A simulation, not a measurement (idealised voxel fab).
process module | voxel wiring stack
cross-section cut | 240 nm wide | cells 5 nm
A cross-section is a grid of square cells, given in bands from the top down. A band is one or more rows of cells.
Each band's line starts with the height of the band's top and of its bottom, in nm. Then come its materials from left to right, each with its width in nm. One material with "throughout" fills the band from edge to edge. "air" is empty space.
Height 0 is the level under which the wafer as received is all one material. The lowest band goes on downwards, as in "0 down".
A width such as "30 to 40" changes by the same amount from each row of cells to the next, from the band's top row to its bottom row.
"no change" after a step means that no cell of the cross-section changed.
closed voids: empty space of 8 cells or more with no open way to the top, each as width x height at its distance from the left edge, in nm
after a step's settings: what the simulator itself notes on the step
overlay nm, on a step with a mask: how far to the right of its planned place the mask lay; to the left if negative
plan
1 op RECEIVE | material Si
2 op CONFORMAL_DEP | material SiO2 | thk nm 15
3 op DIRECTIONAL_DEP | material TiN | thk nm 5
4 op DIRECTIONAL_DEP | material Ru | thk nm 15
5 op PATTERN | tone cover | mask id METAL_1 | material resist | width nm 25 | pitch nm 55 | thk nm 15 | overlay nm 0
6 op DIRECTIONAL_ETCH | etch materials Ru | depth nm 15
7 op DIRECTIONAL_ETCH | etch materials TiN | depth nm 5
8 op STRIP | etch materials resist
9 op CONFORMAL_DEP | material SiCN | thk nm 5
10 op FILL_DEP | material lowk | thk nm 5
11 op CMP | height nm 35
12 op CONFORMAL_DEP | material SiCN | thk nm 5
13 op DIRECTIONAL_DEP | material SiO2 | thk nm 30
14 op DIRECTIONAL_DEP | material aC | thk nm 10
15 op PATTERN | tone open | mask id METAL_2_HOLES | material resist | width nm 15 | pitch nm 55 | thk nm 25 | overlay nm 0
16 op DIRECTIONAL_ETCH | etch materials aC | depth nm 10
17 op STRIP | etch materials resist
18 op DIRECTIONAL_ETCH | etch materials SiO2 | depth nm 30
19 op STRIP | etch materials aC
20 op DIRECTIONAL_DEP | material aC | thk nm 15
21 op PATTERN | tone open | mask id METAL_2 | material resist | width nm 25 | pitch nm 55 | thk nm 35 | overlay nm 0
22 op DIRECTIONAL_ETCH | etch materials aC | depth nm 15
23 op STRIP | etch materials resist
24 op DIRECTIONAL_ETCH | etch materials SiO2 | depth nm 15
25 op DIRECTIONAL_ETCH | etch materials SiCN | depth nm 5
26 op STRIP | etch materials aC
27 op CONFORMAL_DEP | material TiN | thk nm 5
28 op FILL_DEP | material Ru | thk nm 5
29 op CMP | height nm 70
30 op CONFORMAL_DEP | material SiCN | thk nm 5
as received, after step 1
  0 down: Si throughout
  closed voids: none
a wafer at the end: this start, this plan, one mistake
  75 to 70: SiCN throughout
  70 to 60: SiO2 50 | TiN 5 | Ru 15 | TiN 5 | SiO2 30 | TiN 5 | Ru 15 | TiN 5 | SiO2 30 | TiN 5 | Ru 15 | TiN 5 | SiO2 55
  60 to 55: SiO2 50 | TiN 5 | Ru 5 | TiN 15 | SiO2 30 | TiN 5 | Ru 5 | TiN 15 | SiO2 30 | TiN 5 | Ru 5 | TiN 15 | SiO2 55
  55 to 40: SiO2 50 | TiN 5 | Ru 5 | TiN 5 | SiO2 40 | TiN 5 | Ru 5 | TiN 5 | SiO2 40 | TiN 5 | Ru 5 | TiN 5 | SiO2 65
  40 to 35: SiCN 50 | TiN 15 | SiCN 40 | TiN 15 | SiCN 40 | TiN 15 | SiCN 65
  35 to 30: lowk 45 | SiCN 35 | lowk 20 | SiCN 35 | lowk 20 | SiCN 35 | lowk 50
  30 to 20: lowk 45 | SiCN 5 | Ru 25 | SiCN 5 | lowk 20 | SiCN 5 | Ru 25 | SiCN 5 | lowk 20 | SiCN 5 | Ru 25 | SiCN 5 | lowk 50
  20 to 15: SiCN 50 | Ru 25 | SiCN 30 | Ru 25 | SiCN 30 | Ru 25 | SiCN 55
  15 to 0: SiO2 throughout
  0 down: Si throughout
  closed voids: none
what went wrong: step 3 was left out
